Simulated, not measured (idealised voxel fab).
Process module in this document: voxel wiring stack
Cross-section cut spans 230 nm and uses square cells 5 nm in size.
Just so we're on the same page, the cross-sections are grids of square cells, and they're listed out in bands top to bottom, each band one or more rows deep.
First you get the band's top height and its bottom height, in nm, and then the materials it's made of, left to right, with each width in nm. If you see a single material with "edge to edge", that one covers the band edge to edge. "air" is empty space.
The reference from which all heights are counted is 0, the level beneath which the as-received wafer is entirely one material; the lowest band, having no lower bound, proceeds downward and is written after the example "z 0 and below".
Top row gets the first number, bottom row gets the second, and each row in between changes by the same step: that is how a band width like "30..40" works.
"no modifications" means the step left every cell of the cross-section as it was.
Listed in "Closed internal voids": every empty space of 8 or more cells without an open way to the top. Form: width x height at distance, the distance being from the left edge, all in nm.
What comes after the settings on a step's line is commentary from the simulator itself on that step.
When a step includes a mask, the "overlay nm" setting on its line states how far to the right of its planned place that mask lay, and negative values state how far to the left.
Pairs ahead. Before: cross-section ahead of one process step. After: cross-section once the step is done, shown to the lowest changed band only. Under each pair: that step, with settings. Caution: pairs may come from different runs of this module on the same starting wafer; a pair follows the pair above only where its "Pre-step section" entry says so.

Pre-step section
- z 0 and below | Si edge to edge
- Closed internal voids: none

Result of Step
- z 10 to 0 | SiO2 edge to edge
- Rest of section, below 0: as before.
- Closed internal voids: none
Which operation links the two cross-sections above? op CONFORMAL_DEP | material SiO2 | thk nm 10

Pre-step section: Please consult the pair immediately above; the cross-section it shows after its step is the state before this step.

Result of Step
- z 15 to 10 | TiN edge to edge
- Rest of section, below 10: as before.
- Closed internal voids: none
Which operation links the two cross-sections above? op DIRECTIONAL_DEP | material TiN | thk nm 5

Pre-step section: Please consult the pair immediately above; the cross-section it shows after its step is the state before this step.

Result of Step
- z 40 to 15 | W edge to edge
- Rest of section, below 15: as before.
- Closed internal voids: none
Which operation links the two cross-sections above? op DIRECTIONAL_DEP | material W | thk nm 25

Pre-step section: Please consult the pair immediately above; the cross-section it shows after its step is the state before this step.

Result of Step
- z 55 to 40 | aC edge to edge
- Rest of section, below 40: as before.
- Closed internal voids: none
Which operation links the two cross-sections above? op DIRECTIONAL_DEP | material aC | thk nm 15

Pre-step section: Please consult the pair immediately above; the cross-section it shows after its step is the state before this step.

Result of Step
- z 90 to 55 | 35 of air, then 20 of resist, then 25 of air, then 20 of resist, then 25 of air, then 20 of resist, then 25 of air, then 20 of resist, then 40 of air
- Rest of section, below 55: as before.
- Closed internal voids: none
Which operation links the two cross-sections above? op PATTERN | tone cover | mask id METAL_1 | material resist | width nm 20 | pitch nm 45 | thk nm 35 | overlay nm 0

Pre-step section: Please consult the pair immediately above; the cross-section it shows after its step is the state before this step.

Result of Step
- z 75 to 55 | 35 of air, then 20 of resist, then 25 of air, then 20 of resist, then 25 of air, then 20 of resist, then 25 of air, then 20 of resist, then 40 of air
- z 55 to 40 | 35 of air, then 20 of aC, then 25 of air, then 20 of aC, then 25 of air, then 20 of aC, then 25 of air, then 20 of aC, then 40 of air
- Rest of section, below 40: as before.
- Closed internal voids: none
Which operation links the two cross-sections above? op DIRECTIONAL_ETCH | etch materials aC | depth nm 15

Pre-step section: Please consult the pair immediately above; the cross-section it shows after its step is the state before this step.

Result of Step
- z 55 to 40 | 35 of air, then 20 of aC, then 25 of air, then 20 of aC, then 25 of air, then 20 of aC, then 25 of air, then 20 of aC, then 40 of air
- Rest of section, below 40: as before.
- Closed internal voids: none
Which operation links the two cross-sections above? op STRIP | etch materials resist

Pre-step section: Please consult the pair immediately above; the cross-section it shows after its step is the state before this step.

Result of Step
- z 55 to 40 | 35 of air, then 20 of aC, then 25 of air, then 20 of aC, then 25 of air, then 20 of aC, then 25 of air, then 20 of aC, then 40 of air
- z 40 to 15 | 35 of air, then 20 of W, then 25 of air, then 20 of W, then 25 of air, then 20 of W, then 25 of air, then 20 of W, then 40 of air
- Rest of section, below 15: as before.
- Closed internal voids: none
Which operation links the two cross-sections above? op DIRECTIONAL_ETCH | etch materials W | depth nm 25

Pre-step section: Please consult the pair immediately above; the cross-section it shows after its step is the state before this step.

Result of Step
- z 55 to 40 | 35 of air, then 20 of aC, then 25 of air, then 20 of aC, then 25 of air, then 20 of aC, then 25 of air, then 20 of aC, then 40 of air
- z 40 to 15 | 35 of air, then 20 of W, then 25 of air, then 20 of W, then 25 of air, then 20 of W, then 25 of air, then 20 of W, then 40 of air
- z 15 to 10 | 35 of air, then 20 of TiN, then 25 of air, then 20 of TiN, then 25 of air, then 20 of TiN, then 25 of air, then 20 of TiN, then 40 of air
- Rest of section, below 10: as before.
- Closed internal voids: none
Which operation links the two cross-sections above? op DIRECTIONAL_ETCH | etch materials TiN | depth nm 5

Pre-step section: Please consult the pair immediately above; the cross-section it shows after its step is the state before this step.

Result of Step
- z 40 to 15 | 35 of air, then 20 of W, then 25 of air, then 20 of W, then 25 of air, then 20 of W, then 25 of air, then 20 of W, then 40 of air
- Rest of section, below 15: as before.
- Closed internal voids: none
Which operation links the two cross-sections above? op STRIP | etch materials aC

Pre-step section: Please consult the pair immediately above; the cross-section it shows after its step is the state before this step.

Result of Step
- z 45 to 40 | 30 of air, then 30 of SiCN, then 15 of air, then 30 of SiCN, then 15 of air, then 30 of SiCN, then 15 of air, then 30 of SiCN, then 35 of air
- z 40 to 15 | 30 of air, then 5 of SiCN, then 20 of W, then 5 of SiCN, then 15 of air, then 5 of SiCN, then 20 of W, then 5 of SiCN, then 15 of air, then 5 of SiCN, then 20 of W, then 5 of SiCN, then 15 of air, then 5 of SiCN, then 20 of W, then 5 of SiCN, then 35 of air
- z 15 to 10 | 35 of SiCN, then 20 of TiN, then 25 of SiCN, then 20 of TiN, then 25 of SiCN, then 20 of TiN, then 25 of SiCN, then 20 of TiN, then 40 of SiCN
- Rest of section, below 10: as before.
- Closed internal voids: none
Which operation links the two cross-sections above? op CONFORMAL_DEP | material SiCN | thk nm 5

Pre-step section: Please consult the pair immediately above; the cross-section it shows after its step is the state before this step.

Result of Step
- z 50 to 45 | lowk edge to edge
- z 45 to 40 | 30 of lowk, then 30 of SiCN, then 15 of lowk, then 30 of SiCN, then 15 of lowk, then 30 of SiCN, then 15 of lowk, then 30 of SiCN, then 35 of lowk
- z 40 to 15 | 30 of lowk, then 5 of SiCN, then 20 of W, then 5 of SiCN, then 15 of lowk, then 5 of SiCN, then 20 of W, then 5 of SiCN, then 15 of lowk, then 5 of SiCN, then 20 of W, then 5 of SiCN, then 15 of lowk, then 5 of SiCN, then 20 of W, then 5 of SiCN, then 35 of lowk
- Rest of section, below 15: as before.
- Closed internal voids: none
Which operation links the two cross-sections above? op FILL_DEP | material lowk | thk nm 5

Pre-step section: Please consult the pair immediately above; the cross-section it shows after its step is the state before this step.

Result of Step
- z 40 to 15 | 30 of lowk, then 5 of SiCN, then 20 of W, then 5 of SiCN, then 15 of lowk, then 5 of SiCN, then 20 of W, then 5 of SiCN, then 15 of lowk, then 5 of SiCN, then 20 of W, then 5 of SiCN, then 15 of lowk, then 5 of SiCN, then 20 of W, then 5 of SiCN, then 35 of lowk
- Rest of section, below 15: as before.
- Closed internal voids: none
Which operation links the two cross-sections above? op CMP | height nm 40

Pre-step section: Please consult the pair immediately above; the cross-section it shows after its step is the state before this step.

Result of Step
- z 45 to 40 | SiCN edge to edge
- Rest of section, below 40: as before.
- Closed internal voids: none
Which operation links the two cross-sections above? op CONFORMAL_DEP | material SiCN | thk nm 5

Pre-step section: Please consult the pair immediately above; the cross-section it shows after its step is the state before this step.

Result of Step
- z 70 to 45 | SiO2 edge to edge
- Rest of section, below 45: as before.
- Closed internal voids: none
Which operation links the two cross-sections above? op DIRECTIONAL_DEP | material SiO2 | thk nm 25

Pre-step section: Please consult the pair immediately above; the cross-section it shows after its step is the state before this step.

Result of Step
- z 70 to 55 | 35 of SiO2, then 20 of air, then 25 of SiO2, then 20 of air, then 25 of SiO2, then 20 of air, then 25 of SiO2, then 20 of air, then 40 of SiO2
- Rest of section, below 55: as before.
- Closed internal voids: none
Which operation links the two cross-sections above? op MASKED_ETCH | tone open | mask id METAL_2 | width nm 20 | pitch nm 45 | etch materials SiO2 | depth nm 15 | overlay nm 0

Pre-step section: Please consult the pair immediately above; the cross-section it shows after its step is the state before this step.

Result of Step
- z 85 to 70 | 35 of resist, then 15 of air, then 75 of resist, then 15 of air, then 90 of resist
- z 70 to 55 | 35 of SiO2, then 15 of air, then 5 of resist, then 25 of SiO2, then 20 of resist, then 25 of SiO2, then 15 of air, then 5 of resist, then 25 of SiO2, then 20 of resist, then 40 of SiO2
- Rest of section, below 55: as before.
- Closed internal voids: none
Which operation links the two cross-sections above? op PATTERN | tone open | mask id METAL_2_HOLES | material resist | width nm 15 | pitch nm 90 | thk nm 15 | overlay nm 0

Pre-step section: Please consult the pair immediately above; the cross-section it shows after its step is the state before this step.

Result of Step
- z 85 to 70 | 35 of resist, then 15 of air, then 75 of resist, then 15 of air, then 90 of resist
- z 70 to 55 | 35 of SiO2, then 15 of air, then 5 of resist, then 25 of SiO2, then 20 of resist, then 25 of SiO2, then 15 of air, then 5 of resist, then 25 of SiO2, then 20 of resist, then 40 of SiO2
- z 55 to 45 | 35 of SiO2, then 15 of air, then 75 of SiO2, then 15 of air, then 90 of SiO2
- Rest of section, below 45: as before.
- Closed internal voids: none
Which operation links the two cross-sections above? op DIRECTIONAL_ETCH | etch materials SiO2 | depth nm 10

Pre-step section: Please consult the pair immediately above; the cross-section it shows after its step is the state before this step.

Result of Step
- z 85 to 70 | 35 of resist, then 15 of air, then 75 of resist, then 15 of air, then 90 of resist
- z 70 to 55 | 35 of SiO2, then 15 of air, then 5 of resist, then 25 of SiO2, then 20 of resist, then 25 of SiO2, then 15 of air, then 5 of resist, then 25 of SiO2, then 20 of resist, then 40 of SiO2
- z 55 to 45 | 35 of SiO2, then 15 of air, then 75 of SiO2, then 15 of air, then 90 of SiO2
- z 45 to 40 | 35 of SiCN, then 15 of air, then 75 of SiCN, then 15 of air, then 90 of SiCN
- Rest of section, below 40: as before.
- Closed internal voids: none
Which operation links the two cross-sections above? op DIRECTIONAL_ETCH | etch materials SiCN | depth nm 5

Pre-step section: Please consult the pair immediately above; the cross-section it shows after its step is the state before this step.

Result of Step
- z 70 to 55 | 35 of SiO2, then 20 of air, then 25 of SiO2, then 20 of air, then 25 of SiO2, then 20 of air, then 25 of SiO2, then 20 of air, then 40 of SiO2
- Rest of section, below 55: as before.
- Closed internal voids: none
Which operation links the two cross-sections above? op STRIP | etch materials resist

Pre-step section: Please consult the pair immediately above; the cross-section it shows after its step is the state before this step.

Result of Step
- z 75 to 70 | 40 of TiN, then 10 of air, then 35 of TiN, then 10 of air, then 35 of TiN, then 10 of air, then 35 of TiN, then 10 of air, then 45 of TiN
- z 70 to 60 | 35 of SiO2, then 5 of TiN, then 10 of air, then 5 of TiN, then 25 of SiO2, then 5 of TiN, then 10 of air, then 5 of TiN, then 25 of SiO2, then 5 of TiN, then 10 of air, then 5 of TiN, then 25 of SiO2, then 5 of TiN, then 10 of air, then 5 of TiN, then 40 of SiO2
- z 60 to 55 | 35 of SiO2, then 5 of TiN, then 5 of air, then 10 of TiN, then 25 of SiO2, then 20 of TiN, then 25 of SiO2, then 5 of TiN, then 5 of air, then 10 of TiN, then 25 of SiO2, then 20 of TiN, then 40 of SiO2
- z 55 to 45 | 35 of SiO2, then 5 of TiN, then 5 of air, then 5 of TiN, then 75 of SiO2, then 5 of TiN, then 5 of air, then 5 of TiN, then 90 of SiO2
- z 45 to 40 | 35 of SiCN, then 15 of TiN, then 75 of SiCN, then 15 of TiN, then 90 of SiCN
- Rest of section, below 40: as before.
- Closed internal voids: none
Which operation links the two cross-sections above? op CONFORMAL_DEP | material TiN | thk nm 5

Pre-step section: Please consult the pair immediately above; the cross-section it shows after its step is the state before this step.

Result of Step
- z 80 to 75 | Cu edge to edge
- z 75 to 70 | 40 of TiN, then 10 of Cu, then 35 of TiN, then 10 of Cu, then 35 of TiN, then 10 of Cu, then 35 of TiN, then 10 of Cu, then 45 of TiN
- z 70 to 60 | 35 of SiO2, then 5 of TiN, then 10 of Cu, then 5 of TiN, then 25 of SiO2, then 5 of TiN, then 10 of Cu, then 5 of TiN, then 25 of SiO2, then 5 of TiN, then 10 of Cu, then 5 of TiN, then 25 of SiO2, then 5 of TiN, then 10 of Cu, then 5 of TiN, then 40 of SiO2
- z 60 to 55 | 35 of SiO2, then 5 of TiN, then 5 of Cu, then 10 of TiN, then 25 of SiO2, then 20 of TiN, then 25 of SiO2, then 5 of TiN, then 5 of Cu, then 10 of TiN, then 25 of SiO2, then 20 of TiN, then 40 of SiO2
- z 55 to 45 | 35 of SiO2, then 5 of TiN, then 5 of Cu, then 5 of TiN, then 75 of SiO2, then 5 of TiN, then 5 of Cu, then 5 of TiN, then 90 of SiO2
- Rest of section, below 45: as before.
- Closed internal voids: none
Which operation links the two cross-sections above? op FILL_DEP | material Cu | thk nm 5

Pre-step section: Please consult the pair immediately above; the cross-section it shows after its step is the state before this step.

Result of Step
- z 70 to 60 | 35 of SiO2, then 5 of TiN, then 10 of Cu, then 5 of TiN, then 25 of SiO2, then 5 of TiN, then 10 of Cu, then 5 of TiN, then 25 of SiO2, then 5 of TiN, then 10 of Cu, then 5 of TiN, then 25 of SiO2, then 5 of TiN, then 10 of Cu, then 5 of TiN, then 40 of SiO2
- Rest of section, below 60: as before.
- Closed internal voids: none
Which operation links the two cross-sections above? op CMP | height nm 70

Pre-step section: Please consult the pair immediately above; the cross-section it shows after its step is the state before this step.

Result of Step
- z 75 to 70 | SiCN edge to edge
- Rest of section, below 70: as before.
- Closed internal voids: none
Which operation links the two cross-sections above? op CONFORMAL_DEP | material SiCN | thk nm 5

Pre-step section
- z 0 and below | Si edge to edge
- Closed internal voids: none

Result of Step
- z 5 to 0 | TiN edge to edge
- Rest of section, below 0: as before.
- Closed internal voids: none
Which operation links the two cross-sections above? op DIRECTIONAL_DEP | material TiN | thk nm 5

Pre-step section: Please consult the pair immediately above; the cross-section it shows after its step is the state before this step.

Result of Step
- z 30 to 5 | W edge to edge
- Rest of section, below 5: as before.
- Closed internal voids: none
Which operation links the two cross-sections above? op DIRECTIONAL_DEP | material W | thk nm 25

Pre-step section: Please consult the pair immediately above; the cross-section it shows after its step is the state before this step.

Result of Step
- z 45 to 30 | aC edge to edge
- Rest of section, below 30: as before.
- Closed internal voids: none
Which operation links the two cross-sections above? op DIRECTIONAL_DEP | material aC | thk nm 15

Pre-step section: Please consult the pair immediately above; the cross-section it shows after its step is the state before this step.

Result of Step
- z 80 to 45 | 35 of air, then 20 of resist, then 25 of air, then 20 of resist, then 25 of air, then 20 of resist, then 25 of air, then 20 of resist, then 40 of air
- Rest of section, below 45: as before.
- Closed internal voids: none
Which operation links the two cross-sections above? op PATTERN | tone cover | mask id METAL_1 | material resist | width nm 20 | pitch nm 45 | thk nm 35 | overlay nm 0

Pre-step section: Please consult the pair immediately above; the cross-section it shows after its step is the state before this step.

Result of Step
- z 65 to 45 | 35 of air, then 20 of resist, then 25 of air, then 20 of resist, then 25 of air, then 20 of resist, then 25 of air, then 20 of resist, then 40 of air
- z 45 to 30 | 35 of air, then 20 of aC, then 25 of air, then 20 of aC, then 25 of air, then 20 of aC, then 25 of air, then 20 of aC, then 40 of air
- Rest of section, below 30: as before.
- Closed internal voids: none
Which operation links the two cross-sections above? op DIRECTIONAL_ETCH | etch materials aC | depth nm 15

Pre-step section: Please consult the pair immediately above; the cross-section it shows after its step is the state before this step.

Result of Step
- z 45 to 30 | 35 of air, then 20 of aC, then 25 of air, then 20 of aC, then 25 of air, then 20 of aC, then 25 of air, then 20 of aC, then 40 of air
- Rest of section, below 30: as before.
- Closed internal voids: none
Which operation links the two cross-sections above? op STRIP | etch materials resist

Pre-step section: Please consult the pair immediately above; the cross-section it shows after its step is the state before this step.

Result of Step
- z 45 to 30 | 35 of air, then 20 of aC, then 25 of air, then 20 of aC, then 25 of air, then 20 of aC, then 25 of air, then 20 of aC, then 40 of air
- z 30 to 5 | 35 of air, then 20 of W, then 25 of air, then 20 of W, then 25 of air, then 20 of W, then 25 of air, then 20 of W, then 40 of air
- Rest of section, below 5: as before.
- Closed internal voids: none
Which operation links the two cross-sections above? op DIRECTIONAL_ETCH | etch materials W | depth nm 25

Pre-step section: Please consult the pair immediately above; the cross-section it shows after its step is the state before this step.

Result of Step
- z 45 to 30 | 35 of air, then 20 of aC, then 25 of air, then 20 of aC, then 25 of air, then 20 of aC, then 25 of air, then 20 of aC, then 40 of air
- z 30 to 5 | 35 of air, then 20 of W, then 25 of air, then 20 of W, then 25 of air, then 20 of W, then 25 of air, then 20 of W, then 40 of air
- z 5 to 0 | 35 of air, then 20 of TiN, then 25 of air, then 20 of TiN, then 25 of air, then 20 of TiN, then 25 of air, then 20 of TiN, then 40 of air
- Rest of section, below 0: as before.
- Closed internal voids: none
Which operation links the two cross-sections above? op DIRECTIONAL_ETCH | etch materials TiN | depth nm 5

Pre-step section: Please consult the pair immediately above; the cross-section it shows after its step is the state before this step.

Result of Step
- z 30 to 5 | 35 of air, then 20 of W, then 25 of air, then 20 of W, then 25 of air, then 20 of W, then 25 of air, then 20 of W, then 40 of air
- Rest of section, below 5: as before.
- Closed internal voids: none
Which operation links the two cross-sections above? op STRIP | etch materials aC

Pre-step section: Please consult the pair immediately above; the cross-section it shows after its step is the state before this step.

Result of Step
- z 35 to 30 | 30 of air, then 30 of SiCN, then 15 of air, then 30 of SiCN, then 15 of air, then 30 of SiCN, then 15 of air, then 30 of SiCN, then 35 of air
- z 30 to 5 | 30 of air, then 5 of SiCN, then 20 of W, then 5 of SiCN, then 15 of air, then 5 of SiCN, then 20 of W, then 5 of SiCN, then 15 of air, then 5 of SiCN, then 20 of W, then 5 of SiCN, then 15 of air, then 5 of SiCN, then 20 of W, then 5 of SiCN, then 35 of air
- z 5 to 0 | 35 of SiCN, then 20 of TiN, then 25 of SiCN, then 20 of TiN, then 25 of SiCN, then 20 of TiN, then 25 of SiCN, then 20 of TiN, then 40 of SiCN
- Rest of section, below 0: as before.
- Closed internal voids: none
Which operation links the two cross-sections above? op CONFORMAL_DEP | material SiCN | thk nm 5

Pre-step section: Please consult the pair immediately above; the cross-section it shows after its step is the state before this step.

Result of Step
- z 40 to 35 | lowk edge to edge
- z 35 to 30 | 30 of lowk, then 30 of SiCN, then 15 of lowk, then 30 of SiCN, then 15 of lowk, then 30 of SiCN, then 15 of lowk, then 30 of SiCN, then 35 of lowk
- z 30 to 5 | 30 of lowk, then 5 of SiCN, then 20 of W, then 5 of SiCN, then 15 of lowk, then 5 of SiCN, then 20 of W, then 5 of SiCN, then 15 of lowk, then 5 of SiCN, then 20 of W, then 5 of SiCN, then 15 of lowk, then 5 of SiCN, then 20 of W, then 5 of SiCN, then 35 of lowk
- Rest of section, below 5: as before.
- Closed internal voids: none
Which operation links the two cross-sections above? op FILL_DEP | material lowk | thk nm 5

Pre-step section: Please consult the pair immediately above; the cross-section it shows after its step is the state before this step.

Result of Step
- z 45 to 40 | SiCN edge to edge
- Rest of section, below 40: as before.
- Closed internal voids: none
Which operation links the two cross-sections above? op CONFORMAL_DEP | material SiCN | thk nm 5

Pre-step section: Please consult the pair immediately above; the cross-section it shows after its step is the state before this step.

Result of Step
- z 70 to 45 | SiO2 edge to edge
- Rest of section, below 45: as before.
- Closed internal voids: none
Which operation links the two cross-sections above? op DIRECTIONAL_DEP | material SiO2 | thk nm 25

Pre-step section: Please consult the pair immediately above; the cross-section it shows after its step is the state before this step.

Result of Step
- z 70 to 55 | 35 of SiO2, then 20 of air, then 25 of SiO2, then 20 of air, then 25 of SiO2, then 20 of air, then 25 of SiO2, then 20 of air, then 40 of SiO2
- Rest of section, below 55: as before.
- Closed internal voids: none
Which operation links the two cross-sections above? op MASKED_ETCH | tone open | mask id METAL_2 | width nm 20 | pitch nm 45 | etch materials SiO2 | depth nm 15 | overlay nm 0

Pre-step section: Please consult the pair immediately above; the cross-section it shows after its step is the state before this step.

Result of Step
- z 85 to 70 | 35 of resist, then 15 of air, then 75 of resist, then 15 of air, then 90 of resist
- z 70 to 55 | 35 of SiO2, then 15 of air, then 5 of resist, then 25 of SiO2, then 20 of resist, then 25 of SiO2, then 15 of air, then 5 of resist, then 25 of SiO2, then 20 of resist, then 40 of SiO2
- Rest of section, below 55: as before.
- Closed internal voids: none
Which operation links the two cross-sections above? op PATTERN | tone open | mask id METAL_2_HOLES | material resist | width nm 15 | pitch nm 90 | thk nm 15 | overlay nm 0

Pre-step section: Please consult the pair immediately above; the cross-section it shows after its step is the state before this step.

Result of Step
- z 85 to 70 | 35 of resist, then 15 of air, then 75 of resist, then 15 of air, then 90 of resist
- z 70 to 55 | 35 of SiO2, then 15 of air, then 5 of resist, then 25 of SiO2, then 20 of resist, then 25 of SiO2, then 15 of air, then 5 of resist, then 25 of SiO2, then 20 of resist, then 40 of SiO2
- z 55 to 45 | 35 of SiO2, then 15 of air, then 75 of SiO2, then 15 of air, then 90 of SiO2
- Rest of section, below 45: as before.
- Closed internal voids: none
Which operation links the two cross-sections above? op DIRECTIONAL_ETCH | etch materials SiO2 | depth nm 10

Pre-step section: Please consult the pair immediately above; the cross-section it shows after its step is the state before this step.

Result of Step
- z 85 to 70 | 35 of resist, then 15 of air, then 75 of resist, then 15 of air, then 90 of resist
- z 70 to 55 | 35 of SiO2, then 15 of air, then 5 of resist, then 25 of SiO2, then 20 of resist, then 25 of SiO2, then 15 of air, then 5 of resist, then 25 of SiO2, then 20 of resist, then 40 of SiO2
- z 55 to 45 | 35 of SiO2, then 15 of air, then 75 of SiO2, then 15 of air, then 90 of SiO2
- z 45 to 40 | 35 of SiCN, then 15 of air, then 75 of SiCN, then 15 of air, then 90 of SiCN
- Rest of section, below 40: as before.
- Closed internal voids: none
Which operation links the two cross-sections above? op DIRECTIONAL_ETCH | etch materials SiCN | depth nm 5

Pre-step section: Please consult the pair immediately above; the cross-section it shows after its step is the state before this step.

Result of Step
- z 70 to 55 | 35 of SiO2, then 20 of air, then 25 of SiO2, then 20 of air, then 25 of SiO2, then 20 of air, then 25 of SiO2, then 20 of air, then 40 of SiO2
- Rest of section, below 55: as before.
- Closed internal voids: none
Which operation links the two cross-sections above? op STRIP | etch materials resist

Pre-step section: Please consult the pair immediately above; the cross-section it shows after its step is the state before this step.

Result of Step
- z 75 to 70 | 40 of TiN, then 10 of air, then 35 of TiN, then 10 of air, then 35 of TiN, then 10 of air, then 35 of TiN, then 10 of air, then 45 of TiN
- z 70 to 60 | 35 of SiO2, then 5 of TiN, then 10 of air, then 5 of TiN, then 25 of SiO2, then 5 of TiN, then 10 of air, then 5 of TiN, then 25 of SiO2, then 5 of TiN, then 10 of air, then 5 of TiN, then 25 of SiO2, then 5 of TiN, then 10 of air, then 5 of TiN, then 40 of SiO2
- z 60 to 55 | 35 of SiO2, then 5 of TiN, then 5 of air, then 10 of TiN, then 25 of SiO2, then 20 of TiN, then 25 of SiO2, then 5 of TiN, then 5 of air, then 10 of TiN, then 25 of SiO2, then 20 of TiN, then 40 of SiO2
- z 55 to 45 | 35 of SiO2, then 5 of TiN, then 5 of air, then 5 of TiN, then 75 of SiO2, then 5 of TiN, then 5 of air, then 5 of TiN, then 90 of SiO2
- z 45 to 40 | 35 of SiCN, then 15 of TiN, then 75 of SiCN, then 15 of TiN, then 90 of SiCN
- Rest of section, below 40: as before.
- Closed internal voids: none
Which operation links the two cross-sections above? op CONFORMAL_DEP | material TiN | thk nm 5

Pre-step section: Please consult the pair immediately above; the cross-section it shows after its step is the state before this step.

Result of Step
- z 80 to 75 | Cu edge to edge
- z 75 to 70 | 40 of TiN, then 10 of Cu, then 35 of TiN, then 10 of Cu, then 35 of TiN, then 10 of Cu, then 35 of TiN, then 10 of Cu, then 45 of TiN
- z 70 to 60 | 35 of SiO2, then 5 of TiN, then 10 of Cu, then 5 of TiN, then 25 of SiO2, then 5 of TiN, then 10 of Cu, then 5 of TiN, then 25 of SiO2, then 5 of TiN, then 10 of Cu, then 5 of TiN, then 25 of SiO2, then 5 of TiN, then 10 of Cu, then 5 of TiN, then 40 of SiO2
- z 60 to 55 | 35 of SiO2, then 5 of TiN, then 5 of Cu, then 10 of TiN, then 25 of SiO2, then 20 of TiN, then 25 of SiO2, then 5 of TiN, then 5 of Cu, then 10 of TiN, then 25 of SiO2, then 20 of TiN, then 40 of SiO2
- z 55 to 45 | 35 of SiO2, then 5 of TiN, then 5 of Cu, then 5 of TiN, then 75 of SiO2, then 5 of TiN, then 5 of Cu, then 5 of TiN, then 90 of SiO2
- Rest of section, below 45: as before.
- Closed internal voids: none
Which operation links the two cross-sections above? op FILL_DEP | material Cu | thk nm 5

Pre-step section: Please consult the pair immediately above; the cross-section it shows after its step is the state before this step.

Result of Step
- z 70 to 60 | 35 of SiO2, then 5 of TiN, then 10 of Cu, then 5 of TiN, then 25 of SiO2, then 5 of TiN, then 10 of Cu, then 5 of TiN, then 25 of SiO2, then 5 of TiN, then 10 of Cu, then 5 of TiN, then 25 of SiO2, then 5 of TiN, then 10 of Cu, then 5 of TiN, then 40 of SiO2
- Rest of section, below 60: as before.
- Closed internal voids: none
Which operation links the two cross-sections above? op CMP | height nm 70

Pre-step section: Please consult the pair immediately above; the cross-section it shows after its step is the state before this step.

Result of Step
- z 75 to 70 | SiCN edge to edge
- Rest of section, below 70: as before.
- Closed internal voids: none
Which operation links the two cross-sections above? op CONFORMAL_DEP | material SiCN | thk nm 5

Pre-step section
- z 70 to 45 | SiO2 edge to edge
- z 45 to 40 | SiCN edge to edge
- z 40 to 15 | 30 of lowk, then 5 of SiCN, then 20 of W, then 5 of SiCN, then 15 of lowk, then 5 of SiCN, then 20 of W, then 5 of SiCN, then 15 of lowk, then 5 of SiCN, then 20 of W, then 5 of SiCN, then 15 of lowk, then 5 of SiCN, then 20 of W, then 5 of SiCN, then 35 of lowk
- z 15 to 10 | 35 of SiCN, then 20 of TiN, then 25 of SiCN, then 20 of TiN, then 25 of SiCN, then 20 of TiN, then 25 of SiCN, then 20 of TiN, then 40 of SiCN
- z 10 to 0 | SiO2 edge to edge
- z 0 and below | Si edge to edge
- Closed internal voids: none

Result of Step
- z 95 to 45 | SiO2 edge to edge
- Rest of section, below 45: as before.
- Closed internal voids: none
Which operation links the two cross-sections above? op DIRECTIONAL_DEP | material SiO2 | thk nm 25

Pre-step section: Please consult the pair immediately above; the cross-section it shows after its step is the state before this step.

Result of Step
- z 95 to 80 | 35 of SiO2, then 20 of air, then 25 of SiO2, then 20 of air, then 25 of SiO2, then 20 of air, then 25 of SiO2, then 20 of air, then 40 of SiO2
- Rest of section, below 80: as before.
- Closed internal voids: none
Which operation links the two cross-sections above? op MASKED_ETCH | tone open | mask id METAL_2 | width nm 20 | pitch nm 45 | etch materials SiO2 | depth nm 15 | overlay nm 0

Pre-step section: Please consult the pair immediately above; the cross-section it shows after its step is the state before this step.

Result of Step
- z 110 to 95 | 35 of resist, then 15 of air, then 75 of resist, then 15 of air, then 90 of resist
- z 95 to 80 | 35 of SiO2, then 15 of air, then 5 of resist, then 25 of SiO2, then 20 of resist, then 25 of SiO2, then 15 of air, then 5 of resist, then 25 of SiO2, then 20 of resist, then 40 of SiO2
- Rest of section, below 80: as before.
- Closed internal voids: none
Which operation links the two cross-sections above? op PATTERN | tone open | mask id METAL_2_HOLES | material resist | width nm 15 | pitch nm 90 | thk nm 15 | overlay nm 0

Pre-step section: Please consult the pair immediately above; the cross-section it shows after its step is the state before this step.

Result of Step
- z 110 to 95 | 35 of resist, then 15 of air, then 75 of resist, then 15 of air, then 90 of resist
- z 95 to 80 | 35 of SiO2, then 15 of air, then 5 of resist, then 25 of SiO2, then 20 of resist, then 25 of SiO2, then 15 of air, then 5 of resist, then 25 of SiO2, then 20 of resist, then 40 of SiO2
- z 80 to 70 | 35 of SiO2, then 15 of air, then 75 of SiO2, then 15 of air, then 90 of SiO2
- Rest of section, below 70: as before.
- Closed internal voids: none
Which operation links the two cross-sections above? op DIRECTIONAL_ETCH | etch materials SiO2 | depth nm 10

Pre-step section: Please consult the pair immediately above; the cross-section it shows after its step is the state before this step.

Result of Step
- z 95 to 80 | 35 of SiO2, then 20 of air, then 25 of SiO2, then 20 of air, then 25 of SiO2, then 20 of air, then 25 of SiO2, then 20 of air, then 40 of SiO2
- Rest of section, below 80: as before.
- Closed internal voids: none
Which operation links the two cross-sections above? op STRIP | etch materials resist

Pre-step section: Please consult the pair immediately above; the cross-section it shows after its step is the state before this step.

Result of Step
- z 100 to 95 | 40 of TiN, then 10 of air, then 35 of TiN, then 10 of air, then 35 of TiN, then 10 of air, then 35 of TiN, then 10 of air, then 45 of TiN
- z 95 to 85 | 35 of SiO2, then 5 of TiN, then 10 of air, then 5 of TiN, then 25 of SiO2, then 5 of TiN, then 10 of air, then 5 of TiN, then 25 of SiO2, then 5 of TiN, then 10 of air, then 5 of TiN, then 25 of SiO2, then 5 of TiN, then 10 of air, then 5 of TiN, then 40 of SiO2
- z 85 to 80 | 35 of SiO2, then 5 of TiN, then 5 of air, then 10 of TiN, then 25 of SiO2, then 20 of TiN, then 25 of SiO2, then 5 of TiN, then 5 of air, then 10 of TiN, then 25 of SiO2, then 20 of TiN, then 40 of SiO2
- z 80 to 75 | 35 of SiO2, then 5 of TiN, then 5 of air, then 5 of TiN, then 75 of SiO2, then 5 of TiN, then 5 of air, then 5 of TiN, then 90 of SiO2
- z 75 to 70 | 35 of SiO2, then 15 of TiN, then 75 of SiO2, then 15 of TiN, then 90 of SiO2
- Rest of section, below 70: as before.
- Closed internal voids: none
Which operation links the two cross-sections above? op CONFORMAL_DEP | material TiN | thk nm 5
